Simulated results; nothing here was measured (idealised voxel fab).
process module | voxel air gaps
cross-section cut | 195 nm wide | cells 5 nm
A cross-section is a grid of square cells, given in bands from the top down. A band is one or more rows of cells.
Each band's line starts with the height of the band's top and of its bottom, in nm. Then come its materials from left to right, each with its width in nm. One material with "throughout" fills the band from edge to edge. "air" is empty space.
Height 0 is the level under which the wafer as received is all one material. The lowest band goes on downwards, as in "0 down".
A width such as "30 to 40" changes by the same amount from each row of cells to the next, from the band's top row to its bottom row.
"no change" after a step means that no cell of the cross-section changed.
closed voids: empty space of 8 cells or more with no open way to the top, each as width x height at its distance from the left edge, in nm
after a step's settings: what the simulator itself notes on the step
overlay nm, on a step with a mask: how far to the right of its planned place the mask lay; to the left if negative
plan
1 op RECEIVE | material Si
2 op CONFORMAL_DEP | material SiO2 | thk nm 10
3 op CONFORMAL_DEP | material SiN | thk nm 5
4 op DIRECTIONAL_DEP | material SiO2 | thk nm 35
5 op MASKED_ETCH | tone open | mask id LINES | width nm 15 | pitch nm 40 | etch materials SiO2 | depth nm 35 | overlay nm -15
6 op CONFORMAL_DEP | material TiN | thk nm 5
7 op FILL_DEP | material W | thk nm 10
8 op CMP | height nm 50
9 op EPI | material Ru | thk nm 10
10 op SELECTIVE_ETCH | etch materials SiO2 | depth nm 45
11 op CONFORMAL_DEP | material SiN | thk nm 5
varied across the wafers: overlay nm of step 5. The plan shows the first wafer's value. All wafers start alike
first wafer as received, after step 1
  0 down: Si throughout
  closed voids: none
first wafer at the end, after step 11
  65 to 60: air 20 | SiN 125 | air 50
  60 to 50: air 20 | SiN 5 | Ru 35 | SiN 5 | Ru 35 | SiN 5 | Ru 35 | SiN 5 | air 50
  50 to 45: air 20 | SiN 15 | TiN 5 | W 5 | TiN 5 | SiN 25 | TiN 5 | W 5 | TiN 5 | SiN 25 | TiN 5 | W 5 | TiN 5 | SiN 15 | air 50
  45 to 20: air 30 | SiN 5 | TiN 5 | W 5 | TiN 5 | SiN 5 | air 15 | SiN 5 | TiN 5 | W 5 | TiN 5 | SiN 5 | air 15 | SiN 5 | TiN 5 | W 5 | TiN 5 | SiN 5 | air 60
  20 to 15: SiN 35 | TiN 15 | SiN 25 | TiN 15 | SiN 25 | TiN 15 | SiN 65
  15 to 10: SiN throughout
  10 to 0: SiO2 throughout
  0 down: Si throughout
  closed voids: 15 x 25 at 55; 15 x 25 at 95
last wafer at the end
  65 to 60: air 50 | SiN 125 | air 20
  60 to 50: air 50 | SiN 5 | Ru 35 | SiN 5 | Ru 35 | SiN 5 | Ru 35 | SiN 5 | air 20
  50 to 45: air 50 | SiN 15 | TiN 5 | W 5 | TiN 5 | SiN 25 | TiN 5 | W 5 | TiN 5 | SiN 25 | TiN 5 | W 5 | TiN 5 | SiN 15 | air 20
  45 to 20: air 60 | SiN 5 | TiN 5 | W 5 | TiN 5 | SiN 5 | air 15 | SiN 5 | TiN 5 | W 5 | TiN 5 | SiN 5 | air 15 | SiN 5 | TiN 5 | W 5 | TiN 5 | SiN 5 | air 30
  20 to 15: SiN 65 | TiN 15 | SiN 25 | TiN 15 | SiN 25 | TiN 15 | SiN 35
  15 to 10: SiN throughout
  10 to 0: SiO2 throughout
  0 down: Si throughout
  closed voids: 15 x 25 at 85; 15 x 25 at 125
each wafer at the end: cells of each material gained (+) or lost (-) since it was received, then its closed voids
overlay nm -15 | +42 Ru | +148 SiN | +78 SiO2 | +45 TiN | +18 W | closed voids: 15 x 25 at 55; 15 x 25 at 95
overlay nm -10 | +42 Ru | +148 SiN | +78 SiO2 | +45 TiN | +18 W | closed voids: 15 x 25 at 60; 15 x 25 at 100
overlay nm -5 | +42 Ru | +148 SiN | +78 SiO2 | +45 TiN | +18 W | closed voids: 15 x 25 at 65; 15 x 25 at 105
overlay nm 0 | +42 Ru | +148 SiN | +78 SiO2 | +45 TiN | +18 W | closed voids: 15 x 25 at 70; 15 x 25 at 110
overlay nm 5 | +42 Ru | +148 SiN | +78 SiO2 | +45 TiN | +18 W | closed voids: 15 x 25 at 75; 15 x 25 at 115
overlay nm 10 | +42 Ru | +148 SiN | +78 SiO2 | +45 TiN | +18 W | closed voids: 15 x 25 at 80; 15 x 25 at 120
overlay nm 15 | +42 Ru | +148 SiN | +78 SiO2 | +45 TiN | +18 W | closed voids: 15 x 25 at 85; 15 x 25 at 125
